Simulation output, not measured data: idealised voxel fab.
process module | voxel self aligned vias
145 nm wide, 5 nm square cells: that's cross-section cut.
Bands, listed from the top down, are how a cross-section gets written in this document; the cross-section itself is a grid of square cells, and a band is one or more rows of them. It is stipulated that each band's entry specify, in nanometres, the height of the top of the band and then that of its bottom, followed by the materials of the band in left-to-right sequence, each together with its width in nanometres. A single material marked by the word "full width" is understood to fill the band from edge to edge; the word "air" is understood to denote empty space. Beneath 0, the wafer as received is one material, and that level is where height counting begins. The lowest band goes on downward without a bottom; it is written like "from 0 down". Read "30..40" as a graded width: first number on top, second number at the bottom, same change between each pair of neighbouring rows. Step note "nothing was modified" = no cross-section cell changed. Entry "Closed void table". Content: empty spaces with no open connection to the top, size 8 cells or greater. Each: width x height at distance. Distance: from left edge. Unit: nm. Anything after a step's settings on that line? It's the simulator's own note about the step. The line of a step may include "overlay nm". On a step with a mask, this value is how far to the right of its planned place the mask lay. A negative value means the mask lay to the left.
### Planned process steps
1) RECEIVE (material Si)
2) CONFORMAL_DEP (material SiO2; thk nm 15)
3) CONFORMAL_DEP (material SiCN; thk nm 5)
4) DIRECTIONAL_DEP (material SiO2; thk nm 20)
5) DIRECTIONAL_DEP (material aC; thk nm 15)
6) PATTERN (tone open; mask id LINES; material resist; width nm 25; pitch nm 65; thk nm 35; overlay nm 0)
7) DIRECTIONAL_ETCH (etch materials aC; depth nm 15)
8) STRIP (etch materials resist)
9) DIRECTIONAL_ETCH (etch materials SiO2; depth nm 20)
10) STRIP (etch materials aC)
11) CONFORMAL_DEP (material TiN; thk nm 5)
12) FILL_DEP (material Ru; thk nm 5)
13) CMP (height nm 40)
14) SELECTIVE_ETCH (etch materials W Ru TiN; depth nm 5)
15) FILL_DEP (material SiN; thk nm 5)
16) CMP (height nm 40)
17) DIRECTIONAL_DEP (material SiO2; thk nm 20)
18) DIRECTIONAL_DEP (material aC; thk nm 10)
19) PATTERN (tone open; mask id VIAS; material resist; width nm 45; thk nm 25; overlay nm 0)
20) DIRECTIONAL_ETCH (etch materials aC; depth nm 10)
21) STRIP (etch materials resist)
22) DIRECTIONAL_ETCH (etch materials SiO2; depth nm 20)
23) DIRECTIONAL_ETCH (etch materials SiN; depth nm 5)
24) STRIP (etch materials aC)
25) CONFORMAL_DEP (material TiN; thk nm 5)
26) FILL_DEP (material W; thk nm 10)
27) CMP (height nm 60)
28) CONFORMAL_DEP (material SiN; thk nm 5)
### as received, after step 1
> from 0 down  Si full width
> Closed void table: none
### Post-module cross-section of the first of two wafers (run per plan)
> from 65 to 60  SiN full width
> from 60 to 45  15 nm SiO2, 5 nm TiN, 35 nm W, 5 nm TiN, 85 nm SiO2
> from 45 to 40  15 nm SiO2, 15 nm TiN, 15 nm W, 15 nm TiN, 85 nm SiO2
> from 40 to 35  25 nm SiO2, 25 nm TiN, 40 nm SiO2, 25 nm SiN, 30 nm SiO2
> from 35 to 25  25 nm SiO2, 5 nm TiN, 15 nm Ru, 5 nm TiN, 40 nm SiO2, 5 nm TiN, 15 nm Ru, 5 nm TiN, 30 nm SiO2
> from 25 to 20  25 nm SiO2, 25 nm TiN, 40 nm SiO2, 25 nm TiN, 30 nm SiO2
> from 20 to 15  SiCN full width
> from 15 to 0  SiO2 full width
> from 0 down  Si full width
> Closed void table: none
### Cross-section at end of module for the second wafer of two, which matched the first in starting point and plan and differed by one mistake in its processing
> from 65 to 60  SiN full width
> from 60 to 45  20 nm SiO2, 5 nm TiN, 25 nm W, 5 nm TiN, 90 nm SiO2
> from 45 to 40  20 nm SiO2, 10 nm TiN, 15 nm W, 10 nm TiN, 90 nm SiO2
> from 40 to 35  25 nm SiO2, 25 nm TiN, 40 nm SiO2, 25 nm SiN, 30 nm SiO2
> from 35 to 25  25 nm SiO2, 5 nm TiN, 15 nm Ru, 5 nm TiN, 40 nm SiO2, 5 nm TiN, 15 nm Ru, 5 nm TiN, 30 nm SiO2
> from 25 to 20  25 nm SiO2, 25 nm TiN, 40 nm SiO2, 25 nm TiN, 30 nm SiO2
> from 20 to 15  SiCN full width
> from 15 to 0  SiO2 full width
> from 0 down  Si full width
> Closed void table: none
Processing error: planned and actual differ for step 19; actual: PATTERN (tone open; mask id VIAS; material resist; width nm 35; thk nm 25; overlay nm 0)
Final wafer comparison in cells, second versus first, more or fewer per material: SiO2: 8 more, TiN: 2 fewer, W: 6 fewer
